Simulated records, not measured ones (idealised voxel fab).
The following process module bears the name voxel transistor to metal.
FYI the section here is cut, 295 nm wide, cells are 5 nm squares.
A cross-section is a grid of square cells, given in bands from the top down. A band is one or more rows of cells.
What a band's entry tells you: where the top is and where the bottom is, as heights in nm, and after that what lies inside, material by material from left to right, each with its width in nm. Empty space is written as the word "empty", and a single material marked with the word "everywhere" occupies the band from edge to edge.
Height datum 0, below which the as-received substrate wafer is one material. Lowest band open at the bottom, running downward: "0 -> down".
Width spec "30 to 40" -> top row of cells at first value, bottom row at second value, equal per-row change in between.
The cross-section has no changed cell in any step marked "no modifications".
The label "Fully sealed cavities" introduces a list of the empty spaces, 8 cells or larger, that have no open way up to the top; each entry in it reads width x height at distance, where the distance is taken from the left edge and all three are stated in nm.
On a step's line, text after the settings is the simulator commenting on that step.
The optional step-line setting "overlay nm" applies to steps with a mask and quantifies how far to the right of its planned location the mask lay, a negative value indicating leftward placement.

plan:
1. RECEIVE (material Si)
2. CONFORMAL_DEP (material SiO2; thk nm 5)
3. CONFORMAL_DEP (material SiN; thk nm 10)
4. PATTERN (tone cover; mask id ACTIVE; material resist; width nm 110; pitch nm 140; thk nm 20; overlay nm 0)
5. DIRECTIONAL_ETCH (etch materials SiN; depth nm 10)
6. DIRECTIONAL_ETCH (etch materials SiO2; depth nm 5)
7. DIRECTIONAL_ETCH (etch materials Si; depth nm 35)
8. STRIP (etch materials resist)
9. FILL_DEP (material SiO2; thk nm 10)
10. CMP (height nm 15)
11. SELECTIVE_ETCH (etch materials SiO2; depth nm 5)
12. STRIP (etch materials SiN)
13. SELECTIVE_ETCH (etch materials SiO2; depth nm 5)
14. OXIDIZE (depth nm 5)
15. DIRECTIONAL_DEP (material polySi; thk nm 25)
16. DIRECTIONAL_DEP (material SiCN; thk nm 15)
17. PATTERN (tone cover; mask id GATE; material resist; width nm 20; pitch nm 140; thk nm 20; overlay nm 0)
18. DIRECTIONAL_ETCH (etch materials SiCN; depth nm 25)
19. DIRECTIONAL_ETCH (etch materials polySi; depth nm 35)
20. STRIP (etch materials resist)
21. CONFORMAL_DEP (material SiO2; thk nm 5)
22. DIRECTIONAL_ETCH (etch materials SiO2; depth nm 5)
23. CONFORMAL_DEP (material SiN; thk nm 10)
24. DIRECTIONAL_ETCH (etch materials SiN; depth nm 10)
25. DIRECTIONAL_ETCH (etch materials SiO2; depth nm 5)
26. DIRECTIONAL_ETCH (etch materials Si; depth nm 10)
27. EPI (material nSi; thk nm 10)
28. FILL_DEP (material SiO2; thk nm 10)
29. CMP (height nm 25)
30. STRIP (etch materials polySi)
31. SELECTIVE_ETCH (etch materials SiO2; depth nm 5)
32. CONFORMAL_DEP (material HfO2; thk nm 5)
33. CONFORMAL_DEP (material TiN; thk nm 5)
34. FILL_DEP (material W; thk nm 10)
35. CMP (height nm 20)
36. DIRECTIONAL_DEP (material SiO2; thk nm 15)
37. PATTERN (tone open; mask id CONTACT; material resist; width nm 15; thk nm 15; overlay nm 0)
38. DIRECTIONAL_ETCH (etch materials SiO2; depth nm 30)
39. STRIP (etch materials resist)
40. CONFORMAL_DEP (material TiN; thk nm 5)
41. FILL_DEP (material W; thk nm 5)
42. CMP (height nm 35)
43. DIRECTIONAL_DEP (material TiN; thk nm 5)
44. DIRECTIONAL_DEP (material W; thk nm 20)
45. DIRECTIONAL_DEP (material aC; thk nm 10)
46. PATTERN (tone cover; mask id METAL_1; material resist; width nm 15; thk nm 25; overlay nm 0)
47. DIRECTIONAL_ETCH (etch materials aC; depth nm 10)
48. STRIP (etch materials resist)
49. DIRECTIONAL_ETCH (etch materials W; depth nm 20)
50. DIRECTIONAL_ETCH (etch materials TiN; depth nm 5)
51. STRIP (etch materials aC)
52. FILL_DEP (material lowk; thk nm 10)
53. CMP (height nm 60)
54. CONFORMAL_DEP (material SiCN; thk nm 5)
55. DIRECTIONAL_DEP (material lowk; thk nm 35)
56. MASKED_ETCH (tone open; mask id METAL_2; width nm 15; pitch nm 140; etch materials lowk; depth nm 20; overlay nm 0)
57. PATTERN (tone open; mask id METAL_2_HOLES; material resist; width nm 15; pitch nm 140; thk nm 20; overlay nm 0)
58. DIRECTIONAL_ETCH (etch materials lowk; depth nm 15)
59. DIRECTIONAL_ETCH (etch materials SiCN; depth nm 5)
60. STRIP (etch materials resist)
61. CONFORMAL_DEP (material TiN; thk nm 5)
62. FILL_DEP (material Ru; thk nm 5)
63. CMP (height nm 100)
64. CONFORMAL_DEP (material SiCN; thk nm 5)
Heads up: all these wafers start the same, and what changes between them is the width nm in step 17. The value you see in the plan is just what the first wafer got.

After step 1, as received: first of several wafers, cross-section:
0 -> down | Si everywhere
Fully sealed cavities: none

Wafer cross-section (first of several) - module end, post step 64 (last step):
105 -> 100 | SiCN everywhere
100 -> 65 | 25 nm lowk / 5 nm TiN / 5 nm Ru / 5 nm TiN / 125 nm lowk / 5 nm TiN / 5 nm Ru / 5 nm TiN / 115 nm lowk
65 -> 60 | 25 nm SiCN / 15 nm TiN / 125 nm SiCN / 15 nm TiN / 115 nm SiCN
60 -> 40 | 25 nm lowk / 15 nm W / 70 nm lowk / 15 nm W / 40 nm lowk / 15 nm W / 70 nm lowk / 15 nm W / 30 nm lowk
40 -> 35 | 25 nm lowk / 15 nm TiN / 70 nm lowk / 15 nm TiN / 40 nm lowk / 15 nm TiN / 70 nm lowk / 15 nm TiN / 30 nm lowk
35 -> 20 | 25 nm SiO2 / 5 nm TiN / 5 nm W / 5 nm TiN / 70 nm SiO2 / 5 nm TiN / 5 nm W / 5 nm TiN / 40 nm SiO2 / 5 nm TiN / 5 nm W / 5 nm TiN / 70 nm SiO2 / 5 nm TiN / 5 nm W / 5 nm TiN / 30 nm SiO2
20 -> 10 | 25 nm SiO2 / 5 nm TiN / 5 nm W / 5 nm TiN / 10 nm SiO2 / 10 nm SiN / 5 nm HfO2 / 5 nm TiN / 10 nm W / 5 nm TiN / 5 nm HfO2 / 10 nm SiN / 10 nm SiO2 / 5 nm TiN / 5 nm W / 5 nm TiN / 40 nm SiO2 / 5 nm TiN / 5 nm W / 5 nm TiN / 10 nm SiO2 / 10 nm SiN / 5 nm HfO2 / 5 nm TiN / 10 nm W / 5 nm TiN / 5 nm HfO2 / 10 nm SiN / 10 nm SiO2 / 5 nm TiN / 5 nm W / 5 nm TiN / 30 nm SiO2
10 -> 5 | 25 nm SiO2 / 15 nm TiN / 10 nm SiO2 / 10 nm SiN / 5 nm HfO2 / 5 nm TiN / 10 nm W / 5 nm TiN / 5 nm HfO2 / 10 nm SiN / 10 nm SiO2 / 15 nm TiN / 40 nm SiO2 / 15 nm TiN / 10 nm SiO2 / 10 nm SiN / 5 nm HfO2 / 5 nm TiN / 10 nm W / 5 nm TiN / 5 nm HfO2 / 10 nm SiN / 10 nm SiO2 / 15 nm TiN / 30 nm SiO2
5 -> 0 | 20 nm SiO2 / 10 nm SiN / 20 nm nSi / 10 nm SiN / 5 nm HfO2 / 20 nm TiN / 5 nm HfO2 / 10 nm SiN / 20 nm nSi / 10 nm SiN / 30 nm SiO2 / 10 nm SiN / 20 nm nSi / 10 nm SiN / 5 nm HfO2 / 20 nm TiN / 5 nm HfO2 / 10 nm SiN / 20 nm nSi / 10 nm SiN / 25 nm SiO2
0 -> -5 | 30 nm SiO2 / 20 nm nSi / 10 nm SiO2 / 30 nm HfO2 / 10 nm SiO2 / 20 nm nSi / 50 nm SiO2 / 20 nm nSi / 10 nm SiO2 / 30 nm HfO2 / 10 nm SiO2 / 20 nm nSi / 35 nm SiO2
-5 -> -15 | 20 nm SiO2 / 10 nm Si / 20 nm nSi / 50 nm Si / 20 nm nSi / 10 nm Si / 30 nm SiO2 / 10 nm Si / 20 nm nSi / 50 nm Si / 20 nm nSi / 10 nm Si / 25 nm SiO2
-15 -> -35 | 20 nm SiO2 / 110 nm Si / 30 nm SiO2 / 110 nm Si / 25 nm SiO2
-35 -> down | Si everywhere
Fully sealed cavities: none

Sectional view of the last wafer upon completion of the module:
105 -> 100 | SiCN everywhere
100 -> 65 | 25 nm lowk / 5 nm TiN / 5 nm Ru / 5 nm TiN / 125 nm lowk / 5 nm TiN / 5 nm Ru / 5 nm TiN / 115 nm lowk
65 -> 60 | 25 nm SiCN / 15 nm TiN / 125 nm SiCN / 15 nm TiN / 115 nm SiCN
60 -> 40 | 25 nm lowk / 15 nm W / 70 nm lowk / 15 nm W / 40 nm lowk / 15 nm W / 70 nm lowk / 15 nm W / 30 nm lowk
40 -> 35 | 25 nm lowk / 15 nm TiN / 70 nm lowk / 15 nm TiN / 40 nm lowk / 15 nm TiN / 70 nm lowk / 15 nm TiN / 30 nm lowk
35 -> 25 | 25 nm SiO2 / 5 nm TiN / 5 nm W / 5 nm TiN / 70 nm SiO2 / 5 nm TiN / 5 nm W / 5 nm TiN / 40 nm SiO2 / 5 nm TiN / 5 nm W / 5 nm TiN / 70 nm SiO2 / 5 nm TiN / 5 nm W / 5 nm TiN / 30 nm SiO2
25 -> 20 | 25 nm SiO2 / 5 nm TiN / 5 nm W / 5 nm TiN / 70 nm SiO2 / 15 nm TiN / 40 nm SiO2 / 5 nm TiN / 5 nm W / 5 nm TiN / 70 nm SiO2 / 15 nm TiN / 30 nm SiO2
20 -> 10 | 25 nm SiO2 / 5 nm TiN / 5 nm W / 5 nm TiN / 10 nm SiN / 5 nm HfO2 / 5 nm TiN / 35 nm W / 5 nm TiN / 5 nm HfO2 / 10 nm SiN / 10 nm TiN / 40 nm SiO2 / 5 nm TiN / 5 nm W / 5 nm TiN / 10 nm SiN / 5 nm HfO2 / 5 nm TiN / 35 nm W / 5 nm TiN / 5 nm HfO2 / 10 nm SiN / 10 nm TiN / 30 nm SiO2
10 -> 5 | 25 nm SiO2 / 15 nm TiN / 10 nm SiN / 5 nm HfO2 / 5 nm TiN / 35 nm W / 5 nm TiN / 5 nm HfO2 / 10 nm SiN / 10 nm TiN / 40 nm SiO2 / 15 nm TiN / 10 nm SiN / 5 nm HfO2 / 5 nm TiN / 35 nm W / 5 nm TiN / 5 nm HfO2 / 10 nm SiN / 10 nm TiN / 30 nm SiO2
5 -> 0 | 20 nm SiO2 / 10 nm SiN / 10 nm nSi / 10 nm SiN / 5 nm HfO2 / 45 nm TiN / 5 nm HfO2 / 10 nm SiN / 5 nm nSi / 10 nm SiN / 30 nm SiO2 / 10 nm SiN / 10 nm nSi / 10 nm SiN / 5 nm HfO2 / 45 nm TiN / 5 nm HfO2 / 10 nm SiN / 5 nm nSi / 10 nm SiN / 25 nm SiO2
0 -> -5 | 30 nm SiO2 / 10 nm nSi / 10 nm SiO2 / 55 nm HfO2 / 10 nm SiO2 / 5 nm nSi / 50 nm SiO2 / 10 nm nSi / 10 nm SiO2 / 55 nm HfO2 / 10 nm SiO2 / 5 nm nSi / 35 nm SiO2
-5 -> -15 | 20 nm SiO2 / 10 nm Si / 10 nm nSi / 75 nm Si / 5 nm nSi / 10 nm Si / 30 nm SiO2 / 10 nm Si / 10 nm nSi / 75 nm Si / 5 nm nSi / 10 nm Si / 25 nm SiO2
-15 -> -35 | 20 nm SiO2 / 110 nm Si / 30 nm SiO2 / 110 nm Si / 25 nm SiO2
-35 -> down | Si everywhere
Fully sealed cavities: none

What follows is a table in which each wafer occupies a row; for the wafer as it stands at the close of the module, the row states, material by material, how many cells have been gained (+) or lost (-) since receipt, and then gives its closed voids:
width nm 20, +28 HfO2, +14 Ru, -181 Si, +112 SiCN, +40 SiN, +358 SiO2, +118 TiN, +80 W, +606 lowk, +64 nSi, Fully sealed cavities: none
width nm 25, +30 HfO2, +14 Ru, -177 Si, +112 SiCN, +40 SiN, +352 SiO2, +120 TiN, +86 W, +606 lowk, +56 nSi, Fully sealed cavities: none
width nm 30, +32 HfO2, +14 Ru, -173 Si, +112 SiCN, +40 SiN, +346 SiO2, +122 TiN, +92 W, +606 lowk, +48 nSi, Fully sealed cavities: none
width nm 35, +34 HfO2, +14 Ru, -169 Si, +112 SiCN, +40 SiN, +340 SiO2, +124 TiN, +98 W, +606 lowk, +40 nSi, Fully sealed cavities: none
width nm 40, +36 HfO2, +14 Ru, -165 Si, +112 SiCN, +40 SiN, +334 SiO2, +126 TiN, +104 W, +606 lowk, +32 nSi, Fully sealed cavities: none
width nm 45, +38 HfO2, +14 Ru, -161 Si, +112 SiCN, +40 SiN, +334 SiO2, +128 TiN, +104 W, +606 lowk, +24 nSi, Fully sealed cavities: none
